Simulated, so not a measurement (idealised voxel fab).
process module | voxel trench capacitor
cross-section cut | 165 nm wide | cells 5 nm
A cross-section is a grid of square cells, given in bands from the top down. A band is one or more rows of cells.
Each band's line starts with the height of the band's top and of its bottom, in nm. Then come its materials from left to right, each with its width in nm. One material with "throughout" fills the band from edge to edge. "air" is empty space.
Height 0 is the level under which the wafer as received is all one material. The lowest band goes on downwards, as in "0 down".
A width such as "30 to 40" changes by the same amount from each row of cells to the next, from the band's top row to its bottom row.
"no change" after a step means that no cell of the cross-section changed.
closed voids: empty space of 8 cells or more with no open way to the top, each as width x height at its distance from the left edge, in nm
after a step's settings: what the simulator itself notes on the step
overlay nm, on a step with a mask: how far to the right of its planned place the mask lay; to the left if negative
plan
1 op RECEIVE | material Si
2 op CONFORMAL_DEP | material SiN | thk nm 10
3 op MASKED_ETCH | tone open | mask id TRENCH | width nm 30 | pitch nm 60 | etch materials SiN | depth nm 10 | overlay nm 0
4 op MASKED_ETCH | tone open | mask id TRENCH | width nm 30 | pitch nm 60 | etch materials Si | depth nm 35 | overlay nm 0
5 op CONFORMAL_DEP | material Al2O3 | thk nm 5
6 op CONFORMAL_DEP | material TiN | thk nm 5
7 op FILL_DEP | material W | thk nm 10
8 op CMP | height nm 10
first wafer, as planned
as received, after step 1
  0 down: Si throughout
  closed voids: none
after step 2
  10 to 0: SiN throughout
  below 0: unchanged
after step 3
  10 to 0: SiN 35 | air 30 | SiN 30 | air 30 | SiN 40
  below 0: unchanged
after step 4
  10 to 0: SiN 35 | air 30 | SiN 30 | air 30 | SiN 40
  0 to -35: Si 35 | air 30 | Si 30 | air 30 | Si 40
  below -35: unchanged
after step 5
  15 to 10: Al2O3 40 | air 20 | Al2O3 40 | air 20 | Al2O3 45
  10 to 0: SiN 35 | Al2O3 5 | air 20 | Al2O3 5 | SiN 30 | Al2O3 5 | air 20 | Al2O3 5 | SiN 40
  0 to -30: Si 35 | Al2O3 5 | air 20 | Al2O3 5 | Si 30 | Al2O3 5 | air 20 | Al2O3 5 | Si 40
  -30 to -35: Si 35 | Al2O3 30 | Si 30 | Al2O3 30 | Si 40
  below -35: unchanged
after step 6
  20 to 15: TiN 45 | air 10 | TiN 50 | air 10 | TiN 50
  15 to 10: Al2O3 40 | TiN 5 | air 10 | TiN 5 | Al2O3 40 | TiN 5 | air 10 | TiN 5 | Al2O3 45
  10 to 0: SiN 35 | Al2O3 5 | TiN 5 | air 10 | TiN 5 | Al2O3 5 | SiN 30 | Al2O3 5 | TiN 5 | air 10 | TiN 5 | Al2O3 5 | SiN 40
  0 to -25: Si 35 | Al2O3 5 | TiN 5 | air 10 | TiN 5 | Al2O3 5 | Si 30 | Al2O3 5 | TiN 5 | air 10 | TiN 5 | Al2O3 5 | Si 40
  -25 to -30: Si 35 | Al2O3 5 | TiN 20 | Al2O3 5 | Si 30 | Al2O3 5 | TiN 20 | Al2O3 5 | Si 40
  below -30: unchanged
after step 7
  30 to 20: W throughout
  20 to 15: TiN 45 | W 10 | TiN 50 | W 10 | TiN 50
  15 to 10: Al2O3 40 | TiN 5 | W 10 | TiN 5 | Al2O3 40 | TiN 5 | W 10 | TiN 5 | Al2O3 45
  10 to 0: SiN 35 | Al2O3 5 | TiN 5 | W 10 | TiN 5 | Al2O3 5 | SiN 30 | Al2O3 5 | TiN 5 | W 10 | TiN 5 | Al2O3 5 | SiN 40
  0 to -25: Si 35 | Al2O3 5 | TiN 5 | W 10 | TiN 5 | Al2O3 5 | Si 30 | Al2O3 5 | TiN 5 | W 10 | TiN 5 | Al2O3 5 | Si 40
  below -25: unchanged
after step 8
  10 to 0: SiN 35 | Al2O3 5 | TiN 5 | W 10 | TiN 5 | Al2O3 5 | SiN 30 | Al2O3 5 | TiN 5 | W 10 | TiN 5 | Al2O3 5 | SiN 40
  below 0: unchanged
second wafer: like start, like plan, one mistake. Through step 4 it matches the first wafer
when step 5 should have ended: no change
when step 6 should have ended
  15 to 10: TiN 40 | air 20 | TiN 40 | air 20 | TiN 45
  10 to 0: SiN 35 | TiN 5 | air 20 | TiN 5 | SiN 30 | TiN 5 | air 20 | TiN 5 | SiN 40
  0 to -30: Si 35 | TiN 5 | air 20 | TiN 5 | Si 30 | TiN 5 | air 20 | TiN 5 | Si 40
  -30 to -35: Si 35 | TiN 30 | Si 30 | TiN 30 | Si 40
  below -35: unchanged
when step 7 should have ended
  25 to 15: W throughout
  15 to 10: TiN 40 | W 20 | TiN 40 | W 20 | TiN 45
  10 to 0: SiN 35 | TiN 5 | W 20 | TiN 5 | SiN 30 | TiN 5 | W 20 | TiN 5 | SiN 40
  0 to -30: Si 35 | TiN 5 | W 20 | TiN 5 | Si 30 | TiN 5 | W 20 | TiN 5 | Si 40
  below -30: unchanged
when step 8 should have ended
  10 to 0: SiN 35 | TiN 5 | W 20 | TiN 5 | SiN 30 | TiN 5 | W 20 | TiN 5 | SiN 40
  below 0: unchanged
what went wrong: step 5 was left out
at the end the second wafer has, in cells: 44 fewer of Al2O3 | 8 more of TiN | 36 more of W
